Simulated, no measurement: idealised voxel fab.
process module | voxel gate over fins
cross-section cut | 265 nm wide | cells 5 nm
A cross-section is a grid of square cells, given in bands from the top down. A band is one or more rows of cells.
Each band's line starts with the height of the band's top and of its bottom, in nm. Then come its materials from left to right, each with its width in nm. One material with "throughout" fills the band from edge to edge. "air" is empty space.
Height 0 is the level under which the wafer as received is all one material. The lowest band goes on downwards, as in "0 down".
A width such as "30 to 40" changes by the same amount from each row of cells to the next, from the band's top row to its bottom row.
"no change" after a step means that no cell of the cross-section changed.
closed voids: empty space of 8 cells or more with no open way to the top, each as width x height at its distance from the left edge, in nm
after a step's settings: what the simulator itself notes on the step
overlay nm, on a step with a mask: how far to the right of its planned place the mask lay; to the left if negative
plan
1 op RECEIVE | material Si
2 op CONFORMAL_DEP | material SiN | thk nm 10
3 op MASKED_ETCH | tone cover | mask id FINS | width nm 15 | pitch nm 40 | etch materials SiN | depth nm 10 | overlay nm 0
4 op MASKED_ETCH | tone cover | mask id FINS | width nm 15 | pitch nm 40 | etch materials Si | depth nm 35 | overlay nm 0
5 op FILL_DEP | material SiO2 | thk nm 5
6 op CMP | height nm 10
7 op SELECTIVE_ETCH | etch materials SiO2 | depth nm 20
8 op STRIP | etch materials SiN
9 op CONFORMAL_DEP | material HfO2 | thk nm 5
10 op CONFORMAL_DEP | material TiN | thk nm 5
11 op FILL_DEP | material W | thk nm 10
12 op CMP | height nm 15
13 op CONFORMAL_DEP | material SiCN | thk nm 5
first wafer, as planned
as received, after step 1
  0 down: Si throughout
  closed voids: none
after step 2
  10 to 0: SiN throughout
  below 0: unchanged
after step 3
  10 to 0: air 65 | SiN 15 | air 25 | SiN 15 | air 25 | SiN 15 | air 25 | SiN 15 | air 65
  below 0: unchanged
after step 4
  10 to 0: air 65 | SiN 15 | air 25 | SiN 15 | air 25 | SiN 15 | air 25 | SiN 15 | air 65
  0 to -35: air 65 | Si 15 | air 25 | Si 15 | air 25 | Si 15 | air 25 | Si 15 | air 65
  below -35: unchanged
after step 5
  15 to 10: SiO2 throughout
  10 to 0: SiO2 65 | SiN 15 | SiO2 25 | SiN 15 | SiO2 25 | SiN 15 | SiO2 25 | SiN 15 | SiO2 65
  0 to -35: SiO2 65 | Si 15 | SiO2 25 | Si 15 | SiO2 25 | Si 15 | SiO2 25 | Si 15 | SiO2 65
  below -35: unchanged
after step 6
  10 to 0: SiO2 65 | SiN 15 | SiO2 25 | SiN 15 | SiO2 25 | SiN 15 | SiO2 25 | SiN 15 | SiO2 65
  below 0: unchanged
after step 7
  10 to 0: air 65 | SiN 15 | air 25 | SiN 15 | air 25 | SiN 15 | air 25 | SiN 15 | air 65
  0 to -10: air 65 | Si 15 | air 25 | Si 15 | air 25 | Si 15 | air 25 | Si 15 | air 65
  below -10: unchanged
after step 8
  0 to -10: air 65 | Si 15 | air 25 | Si 15 | air 25 | Si 15 | air 25 | Si 15 | air 65
  below -10: unchanged
after step 9
  5 to 0: air 60 | HfO2 25 | air 15 | HfO2 25 | air 15 | HfO2 25 | air 15 | HfO2 25 | air 60
  0 to -5: air 60 | HfO2 5 | Si 15 | HfO2 5 | air 15 | HfO2 5 | Si 15 | HfO2 5 | air 15 | HfO2 5 | Si 15 | HfO2 5 | air 15 | HfO2 5 | Si 15 | HfO2 5 | air 60
  -5 to -10: HfO2 65 | Si 15 | HfO2 25 | Si 15 | HfO2 25 | Si 15 | HfO2 25 | Si 15 | HfO2 65
  below -10: unchanged
after step 10
  10 to 5: air 55 | TiN 35 | air 5 | TiN 35 | air 5 | TiN 35 | air 5 | TiN 35 | air 55
  5 to 0: air 55 | TiN 5 | HfO2 25 | TiN 5 | air 5 | TiN 5 | HfO2 25 | TiN 5 | air 5 | TiN 5 | HfO2 25 | TiN 5 | air 5 | TiN 5 | HfO2 25 | TiN 5 | air 55
  0 to -5: TiN 60 | HfO2 5 | Si 15 | HfO2 5 | TiN 15 | HfO2 5 | Si 15 | HfO2 5 | TiN 15 | HfO2 5 | Si 15 | HfO2 5 | TiN 15 | HfO2 5 | Si 15 | HfO2 5 | TiN 60
  below -5: unchanged
after step 11
  20 to 10: W throughout
  10 to 5: W 55 | TiN 35 | W 5 | TiN 35 | W 5 | TiN 35 | W 5 | TiN 35 | W 55
  5 to 0: W 55 | TiN 5 | HfO2 25 | TiN 5 | W 5 | TiN 5 | HfO2 25 | TiN 5 | W 5 | TiN 5 | HfO2 25 | TiN 5 | W 5 | TiN 5 | HfO2 25 | TiN 5 | W 55
  below 0: unchanged
after step 12
  15 to 10: W throughout
  below 10: unchanged
after step 13
  20 to 15: SiCN throughout
  below 15: unchanged
second wafer: like start, like plan, one mistake. Through step 8 it matches the first wafer
when step 9 should have ended
  5 to 0: air 60 | TiN 25 | air 15 | TiN 25 | air 15 | TiN 25 | air 15 | TiN 25 | air 60
  0 to -5: air 60 | TiN 5 | Si 15 | TiN 5 | air 15 | TiN 5 | Si 15 | TiN 5 | air 15 | TiN 5 | Si 15 | TiN 5 | air 15 | TiN 5 | Si 15 | TiN 5 | air 60
  -5 to -10: TiN 65 | Si 15 | TiN 25 | Si 15 | TiN 25 | Si 15 | TiN 25 | Si 15 | TiN 65
  below -10: unchanged
when step 10 should have ended
  10 to 5: air 55 | HfO2 35 | air 5 | HfO2 35 | air 5 | HfO2 35 | air 5 | HfO2 35 | air 55
  5 to 0: air 55 | HfO2 5 | TiN 25 | HfO2 5 | air 5 | HfO2 5 | TiN 25 | HfO2 5 | air 5 | HfO2 5 | TiN 25 | HfO2 5 | air 5 | HfO2 5 | TiN 25 | HfO2 5 | air 55
  0 to -5: HfO2 60 | TiN 5 | Si 15 | TiN 5 | HfO2 15 | TiN 5 | Si 15 | TiN 5 | HfO2 15 | TiN 5 | Si 15 | TiN 5 | HfO2 15 | TiN 5 | Si 15 | TiN 5 | HfO2 60
  below -5: unchanged
when step 11 should have ended
  20 to 10: W throughout
  10 to 5: W 55 | HfO2 35 | W 5 | HfO2 35 | W 5 | HfO2 35 | W 5 | HfO2 35 | W 55
  5 to 0: W 55 | HfO2 5 | TiN 25 | HfO2 5 | W 5 | HfO2 5 | TiN 25 | HfO2 5 | W 5 | HfO2 5 | TiN 25 | HfO2 5 | W 5 | HfO2 5 | TiN 25 | HfO2 5 | W 55
  below 0: unchanged
when step 12 should have ended
  15 to 10: W throughout
  below 10: unchanged
when step 13 should have ended
  20 to 15: SiCN throughout
  below 15: unchanged
what went wrong: steps 9 and 10 were swapped
at the end the second wafer has, in cells: as many of each material as the first, in other places
